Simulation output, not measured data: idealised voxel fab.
Process module name: voxel transistor to metal
The cross-section shown here is cut; it is 190 nm wide and divided into square cells measuring 5 nm on a side.
Cross-sections here: square-cell grids, written as top-down lists of bands, a band being one or more rows of cells.
Basically the band line says how high the top is and how high the bottom is, in nm, and then what's in it from left to right, every material with its width in nm. Empty space shows up as "empty", and if a single material carries "edge to edge" it runs the full band edge to edge.
It should be noted that heights are counted from 0, beneath which the wafer as supplied is of one material throughout, and that the lowest band possesses no lower boundary but continues downward, as written in "0 and below".
Quick explanation for "30->40": the width changes in equal steps down the rows of cells, from the first number in the band's top row to the second number in its bottom row.
Given "no change" for a step, no cell of the cross-section differs between before and after that step.
The label "Closed voids list" introduces a list of the empty spaces, 8 cells or larger, that have no open way up to the top; each entry in it reads width x height at distance, where the distance is taken from the left edge and all three are stated in nm.
Step line, after settings: the simulator's comment on this step.
overlay nm, on a step with a mask: how far to the right of its planned place the mask lay; to the left if negative
So here's the lineup of process steps we planned
step 1: RECEIVE with material Si
step 2: OXIDIZE with depth nm 5
step 3: CONFORMAL_DEP with material SiN, thk nm 15
step 4: PATTERN with tone cover, mask id ACTIVE, material resist, width nm 115, thk nm 15, overlay nm 0
step 5: DIRECTIONAL_ETCH with etch materials SiN, depth nm 15
step 6: DIRECTIONAL_ETCH with etch materials SiO2, depth nm 5
step 7: DIRECTIONAL_ETCH with etch materials Si, depth nm 30
step 8: STRIP with etch materials resist
step 9: FILL_DEP with material SiO2, thk nm 15
step 10: CMP with height nm 15
step 11: SELECTIVE_ETCH with etch materials SiO2, depth nm 15
step 12: STRIP with etch materials SiN
step 13: SELECTIVE_ETCH with etch materials SiO2, depth nm 5
step 14: OXIDIZE with depth nm 5
step 15: DIRECTIONAL_DEP with material polySi, thk nm 25
step 16: DIRECTIONAL_DEP with material SiCN, thk nm 10
step 17: DIRECTIONAL_DEP with material aC, thk nm 10
step 18: PATTERN with tone cover, mask id GATE, material resist, width nm 25, thk nm 30, overlay nm 0
step 19: DIRECTIONAL_ETCH with etch materials aC, depth nm 10
step 20: STRIP with etch materials resist
step 21: DIRECTIONAL_ETCH with etch materials SiCN, depth nm 20
step 22: DIRECTIONAL_ETCH with etch materials polySi, depth nm 35
step 23: STRIP with etch materials aC
step 24: CONFORMAL_DEP with material SiO2, thk nm 5
step 25: DIRECTIONAL_ETCH with etch materials SiO2, depth nm 5
step 26: CONFORMAL_DEP with material SiN, thk nm 5
step 27: DIRECTIONAL_ETCH with etch materials SiN, depth nm 5
step 28: DIRECTIONAL_ETCH with etch materials SiO2, depth nm 5
step 29: DIRECTIONAL_ETCH with etch materials Si, depth nm 10
step 30: EPI with material SiGe, thk nm 10
step 31: FILL_DEP with material SiO2, thk nm 5
step 32: CMP with height nm 30
step 33: DIRECTIONAL_DEP with material SiO2, thk nm 15
step 34: DIRECTIONAL_DEP with material aC, thk nm 15
step 35: PATTERN with tone open, mask id CONTACT, material resist, width nm 30, pitch nm 65, thk nm 30, overlay nm 0
step 36: DIRECTIONAL_ETCH with etch materials aC, depth nm 15
step 37: STRIP with etch materials resist
step 38: DIRECTIONAL_ETCH with etch materials SiO2, depth nm 55
step 39: STRIP with etch materials aC
step 40: CONFORMAL_DEP with material TiN, thk nm 5
step 41: FILL_DEP with material Ru, thk nm 5
step 42: CMP with height nm 45
step 43: DIRECTIONAL_DEP with material TiN, thk nm 5
step 44: DIRECTIONAL_DEP with material Ru, thk nm 25
step 45: PATTERN with tone cover, mask id METAL_1, material resist, width nm 20, pitch nm 75, thk nm 15, overlay nm 0
step 46: DIRECTIONAL_ETCH with etch materials Ru, depth nm 25
step 47: DIRECTIONAL_ETCH with etch materials TiN, depth nm 5
step 48: STRIP with etch materials resist
step 49: FILL_DEP with material lowk, thk nm 10
step 50: CMP with height nm 75
step 51: CONFORMAL_DEP with material SiCN, thk nm 5
step 52: DIRECTIONAL_DEP with material SiO2, thk nm 25
step 53: PATTERN with tone open, mask id METAL_2, material resist, width nm 20, pitch nm 75, thk nm 20, overlay nm 0
step 54: DIRECTIONAL_ETCH with etch materials SiO2, depth nm 15
step 55: STRIP with etch materials resist
step 56: DIRECTIONAL_DEP with material aC, thk nm 15
step 57: PATTERN with tone open, mask id METAL_2_HOLES, material resist, width nm 15, pitch nm 75, thk nm 35, overlay nm 0
step 58: DIRECTIONAL_ETCH with etch materials aC, depth nm 15
step 59: STRIP with etch materials resist
step 60: DIRECTIONAL_ETCH with etch materials SiO2, depth nm 10
step 61: DIRECTIONAL_ETCH with etch materials SiCN, depth nm 5
step 62: STRIP with etch materials aC
step 63: CONFORMAL_DEP with material TiN, thk nm 5
step 64: FILL_DEP with material Cu, thk nm 5
step 65: CMP with height nm 105
step 66: CONFORMAL_DEP with material SiCN, thk nm 5
Shown in cross-section is the wafer as received, that is, as it stands after step 1
    0 and below | Si edge to edge
    Closed voids list: none
Sectioned view, first of two wafers, at the close of the module, processed as intended in the plan
    110 down to 105 | SiCN edge to edge
    105 down to 95 | SiO2=45, then TiN=5, then Cu=10, then TiN=5, then SiO2=55, then TiN=5, then Cu=10, then TiN=5, then SiO2=50
    95 down to 90 | SiO2=45, then TiN=5, then Cu=5, then TiN=10, then SiO2=55, then TiN=5, then Cu=5, then TiN=10, then SiO2=50
    90 down to 80 | SiO2=45, then TiN=5, then Cu=5, then TiN=5, then SiO2=60, then TiN=5, then Cu=5, then TiN=5, then SiO2=55
    80 down to 75 | SiCN=45, then TiN=15, then SiCN=60, then TiN=15, then SiCN=55
    75 down to 50 | lowk=45, then Ru=20, then lowk=55, then Ru=20, then lowk=50
    50 down to 45 | lowk=45, then TiN=20, then lowk=55, then TiN=20, then lowk=50
    45 down to 35 | SiO2=45, then TiN=5, then Ru=20, then TiN=5, then SiO2=35, then TiN=5, then Ru=20, then TiN=5, then SiO2=50
    35 down to 30 | SiO2=45, then TiN=5, then Ru=15, then TiN=10, then SiO2=35, then TiN=10, then Ru=15, then TiN=5, then SiO2=50
    30 down to 20 | SiO2=45, then TiN=5, then Ru=15, then TiN=5, then SiN=5, then SiO2=5, then SiCN=25, then SiO2=5, then SiN=5, then TiN=5, then Ru=15, then TiN=5, then SiO2=50
    20 down to 5 | SiO2=45, then TiN=5, then Ru=15, then TiN=5, then SiN=5, then SiO2=5, then polySi=25, then SiO2=5, then SiN=5, then TiN=5, then Ru=15, then TiN=5, then SiO2=50
    5 down to 0 | SiO2=45, then TiN=5, then Ru=5, then TiN=15, then SiN=5, then SiO2=5, then polySi=25, then SiO2=5, then SiN=5, then TiN=15, then Ru=5, then TiN=5, then SiO2=50
    0 down to -5 | SiO2=45, then TiN=5, then Ru=5, then TiN=5, then SiGe=10, then SiN=5, then SiO2=5, then polySi=25, then SiO2=5, then SiN=5, then SiGe=10, then TiN=5, then Ru=5, then TiN=5, then SiO2=50
    -5 down to -10 | SiO2=45, then TiN=15, then SiGe=10, then SiO2=45, then SiGe=10, then TiN=15, then SiO2=50
    -10 down to -20 | SiO2=35, then SiGe=35, then Si=45, then SiGe=35, then SiO2=40
    -20 down to -35 | SiO2=35, then Si=115, then SiO2=40
    -35 and below | Si edge to edge
    Closed voids list: none
End-of-module cross-section of the second wafer: identical starting point and process plan to the first, with one processing mistake
    110 down to 105 | SiCN edge to edge
    105 down to 95 | SiO2=45, then TiN=5, then Cu=10, then TiN=5, then SiO2=55, then TiN=5, then Cu=10, then TiN=5, then SiO2=50
    95 down to 90 | SiO2=45, then TiN=5, then Cu=5, then TiN=10, then SiO2=55, then TiN=5, then Cu=5, then TiN=10, then SiO2=50
    90 down to 80 | SiO2=45, then TiN=5, then Cu=5, then TiN=5, then SiO2=60, then TiN=5, then Cu=5, then TiN=5, then SiO2=55
    80 down to 75 | SiCN=45, then TiN=15, then SiCN=60, then TiN=15, then SiCN=55
    75 down to 50 | Ru=45, then lowk=20, then Ru=55, then lowk=20, then Ru=50
    50 down to 45 | TiN=45, then lowk=20, then TiN=55, then lowk=20, then TiN=50
    45 down to 35 | SiO2=45, then TiN=5, then Ru=20, then TiN=5, then SiO2=35, then TiN=5, then Ru=20, then TiN=5, then SiO2=50
    35 down to 30 | SiO2=45, then TiN=5, then Ru=15, then TiN=10, then SiO2=35, then TiN=10, then Ru=15, then TiN=5, then SiO2=50
    30 down to 20 | SiO2=45, then TiN=5, then Ru=15, then TiN=5, then SiN=5, then SiO2=5, then SiCN=25, then SiO2=5, then SiN=5, then TiN=5, then Ru=15, then TiN=5, then SiO2=50
    20 down to 5 | SiO2=45, then TiN=5, then Ru=15, then TiN=5, then SiN=5, then SiO2=5, then polySi=25, then SiO2=5, then SiN=5, then TiN=5, then Ru=15, then TiN=5, then SiO2=50
    5 down to 0 | SiO2=45, then TiN=5, then Ru=5, then TiN=15, then SiN=5, then SiO2=5, then polySi=25, then SiO2=5, then SiN=5, then TiN=15, then Ru=5, then TiN=5, then SiO2=50
    0 down to -5 | SiO2=45, then TiN=5, then Ru=5, then TiN=5, then SiGe=10, then SiN=5, then SiO2=5, then polySi=25, then SiO2=5, then SiN=5, then SiGe=10, then TiN=5, then Ru=5, then TiN=5, then SiO2=50
    -5 down to -10 | SiO2=45, then TiN=15, then SiGe=10, then SiO2=45, then SiGe=10, then TiN=15, then SiO2=50
    -10 down to -20 | SiO2=35, then SiGe=35, then Si=45, then SiGe=35, then SiO2=40
    -20 down to -35 | SiO2=35, then Si=115, then SiO2=40
    -35 and below | Si edge to edge
    Closed voids list: none
Nonconformance to the process plan: step 45 was run on a setting that differed from the plan, and what really ran there is PATTERN with tone open, mask id METAL_1, material resist, width nm 20, pitch nm 75, thk nm 15, overlay nm 0
End of process, cell counts, second wafer against first, materials with more or fewer: Ru: 110 more, TiN: 22 more, lowk: 132 fewer
